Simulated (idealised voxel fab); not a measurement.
Process module, titled voxel transistor to metal
For reference, the cross-section in this document is cut, with width 185 nm and square cells of 5 nm.
For the purposes of this document, a cross-section shall be understood as a grid of square cells, specified as bands listed in top-to-bottom order, each band consisting of one or more rows of cells. It is stipulated that each band's entry specify, in nanometres, the height of the top of the band and then that of its bottom, followed by the materials of the band in left-to-right sequence, each together with its width in nanometres. A single material marked by the word "full width" is understood to fill the band from edge to edge; the word "air" is understood to denote empty space. Heads up on the height convention: 0 is the point under which the incoming wafer is all one material, and the lowest band has no bottom, it just keeps going down, like "from 0 down". A two-number width, for instance "30..40", indicates that the width is equal to the first number in the top row of the band and to the second number in the bottom row, and that it changes by a constant amount per row of cells. Reading "left unchanged" for a step: not a cell of the cross-section changed in it. Look at "Trapped void list" for the closed voids: empty spaces with no open path to the top, sized 8 cells or up. Each is width x height at distance, distance from the left edge, all nm. Whatever follows a step's settings on its line is a remark the simulator itself makes about that step. A step line may carry the setting "overlay nm", which, for steps involving a mask, states the distance by which the mask lay to the right of its intended position; negative values denote displacement to the left.
HERE'S WHAT THE PLANNED PROCESS STEPS LOOK LIKE
1,RECEIVE [material Si]
2,OXIDIZE [depth nm 5]
3,CONFORMAL_DEP [material SiN] [thk nm 15]
4,PATTERN [tone cover] [mask id ACTIVE] [material resist] [width nm 115] [thk nm 15] [overlay nm 0]
5,DIRECTIONAL_ETCH [etch materials SiN] [depth nm 15]
6,DIRECTIONAL_ETCH [etch materials SiO2] [depth nm 5]
7,DIRECTIONAL_ETCH [etch materials Si] [depth nm 30]
8,STRIP [etch materials resist]
9,OXIDIZE [depth nm 5]
10,FILL_DEP [material SiO2] [thk nm 10]
11,CMP [height nm 15]
12,SELECTIVE_ETCH [etch materials SiO2] [depth nm 10]
13,STRIP [etch materials SiN]
14,SELECTIVE_ETCH [etch materials SiO2] [depth nm 5]
15,OXIDIZE [depth nm 5]
16,DIRECTIONAL_DEP [material polySi] [thk nm 30]
17,DIRECTIONAL_DEP [material SiCN] [thk nm 15]
18,PATTERN [tone cover] [mask id GATE] [material resist] [width nm 35] [thk nm 20] [overlay nm 0]
19,DIRECTIONAL_ETCH [etch materials SiCN] [depth nm 25]
20,DIRECTIONAL_ETCH [etch materials polySi] [depth nm 40]
21,STRIP [etch materials resist]
22,CONFORMAL_DEP [material SiN] [thk nm 5]
23,DIRECTIONAL_ETCH [etch materials SiN] [depth nm 5]
24,DIRECTIONAL_ETCH [etch materials SiO2] [depth nm 5]
25,DIRECTIONAL_ETCH [etch materials Si] [depth nm 10]
26,EPI [material pSi] [thk nm 15]
27,FILL_DEP [material SiO2] [thk nm 5]
28,CMP [height nm 25]
29,STRIP [etch materials polySi]
30,SELECTIVE_ETCH [etch materials SiO2] [depth nm 5]
31,CONFORMAL_DEP [material HfO2] [thk nm 5]
32,CONFORMAL_DEP [material TiN] [thk nm 5]
33,FILL_DEP [material W] [thk nm 10]
34,CMP [height nm 20]
35,DIRECTIONAL_DEP [material SiO2] [thk nm 10]
36,PATTERN [tone open] [mask id CONTACT] [material resist] [width nm 15] [pitch nm 90] [thk nm 15] [overlay nm 0]
37,DIRECTIONAL_ETCH [etch materials SiO2] [depth nm 35]
38,STRIP [etch materials resist]
39,CONFORMAL_DEP [material TiN] [thk nm 5]
40,FILL_DEP [material W] [thk nm 10]
41,CMP [height nm 30]
42,CONFORMAL_DEP [material SiCN] [thk nm 5]
43,DIRECTIONAL_DEP [material lowk] [thk nm 25]
44,PATTERN [tone open] [mask id METAL_1] [material resist] [width nm 15] [pitch nm 90] [thk nm 15] [overlay nm 0]
45,DIRECTIONAL_ETCH [etch materials lowk] [depth nm 25]
46,DIRECTIONAL_ETCH [etch materials SiCN] [depth nm 5]
47,STRIP [etch materials resist]
48,CONFORMAL_DEP [material TiN] [thk nm 5]
49,FILL_DEP [material Cu] [thk nm 10]
50,CMP [height nm 60]
51,EPI [material Ru] [thk nm 5]
52,FILL_DEP [material SiCN] [thk nm 5]
53,DIRECTIONAL_DEP [material lowk] [thk nm 30]
54,MASKED_ETCH [tone open] [mask id METAL_2] [width nm 15] [pitch nm 90] [etch materials lowk] [depth nm 20] [overlay nm 0]
55,PATTERN [tone open] [mask id METAL_2_HOLES] [material resist] [width nm 15] [pitch nm 90] [thk nm 20] [overlay nm 0]
56,DIRECTIONAL_ETCH [etch materials lowk] [depth nm 10]
57,DIRECTIONAL_ETCH [etch materials SiCN] [depth nm 5]
58,STRIP [etch materials resist]
59,CONFORMAL_DEP [material TiN] [thk nm 5]
60,FILL_DEP [material Cu] [thk nm 5]
61,CMP [height nm 100]
62,CONFORMAL_DEP [material SiCN] [thk nm 5]
WAFER AS RECEIVED: CROSS-SECTION FOLLOWING STEP 1
  from 0 down = Si full width
  Trapped void list: none
STARTING WAFER: ABOVE. PLAN: ABOVE. RUN: ONE MISTAKE. CROSS-SECTION AFTER THE MODULE: BELOW
  from 105 to 100 = SiCN full width
  from 100 to 70 = 40 of lowk; 5 of TiN; 5 of Cu; 5 of TiN; 75 of lowk; 5 of TiN; 5 of Cu; 5 of TiN; 40 of lowk
  from 70 to 65 = 40 of SiCN; 15 of TiN; 75 of SiCN; 15 of TiN; 40 of SiCN
  from 65 to 60 = 35 of SiCN; 25 of Ru; 65 of SiCN; 25 of Ru; 35 of SiCN
  from 60 to 35 = 40 of lowk; 5 of TiN; 5 of Cu; 5 of TiN; 75 of lowk; 5 of TiN; 5 of Cu; 5 of TiN; 40 of lowk
  from 35 to 30 = 40 of SiCN; 15 of TiN; 75 of SiCN; 15 of TiN; 40 of SiCN
  from 30 to 20 = 40 of SiO2; 5 of TiN; 5 of W; 5 of TiN; 75 of SiO2; 5 of TiN; 5 of W; 5 of TiN; 40 of SiO2
  from 20 to 5 = 40 of SiO2; 5 of TiN; 5 of W; 5 of TiN; 15 of SiO2; 5 of SiN; 5 of HfO2; 5 of TiN; 15 of W; 5 of TiN; 5 of HfO2; 5 of SiN; 15 of SiO2; 5 of TiN; 5 of W; 5 of TiN; 40 of SiO2
  from 5 to 0 = 40 of SiO2; 5 of TiN; 5 of W; 5 of TiN; 15 of pSi; 5 of SiN; 5 of HfO2; 5 of TiN; 15 of W; 5 of TiN; 5 of HfO2; 5 of SiN; 15 of pSi; 5 of TiN; 5 of W; 5 of TiN; 40 of SiO2
  from 0 to -5 = 30 of SiO2; 5 of SiN; 5 of SiO2; 15 of TiN; 15 of pSi; 5 of SiN; 5 of HfO2; 25 of TiN; 5 of HfO2; 5 of SiN; 15 of pSi; 15 of TiN; 5 of SiO2; 5 of SiN; 30 of SiO2
  from -5 to -10 = 35 of SiO2; 35 of pSi; 45 of HfO2; 35 of pSi; 35 of SiO2
  from -10 to -20 = 40 of SiO2; 30 of pSi; 45 of Si; 30 of pSi; 40 of SiO2
  from -20 to -70 = 40 of SiO2; 105 of Si; 40 of SiO2
  from -70 down = Si full width
  Trapped void list: none
Nonconformance to the process plan: the plan had its step 7 run twice
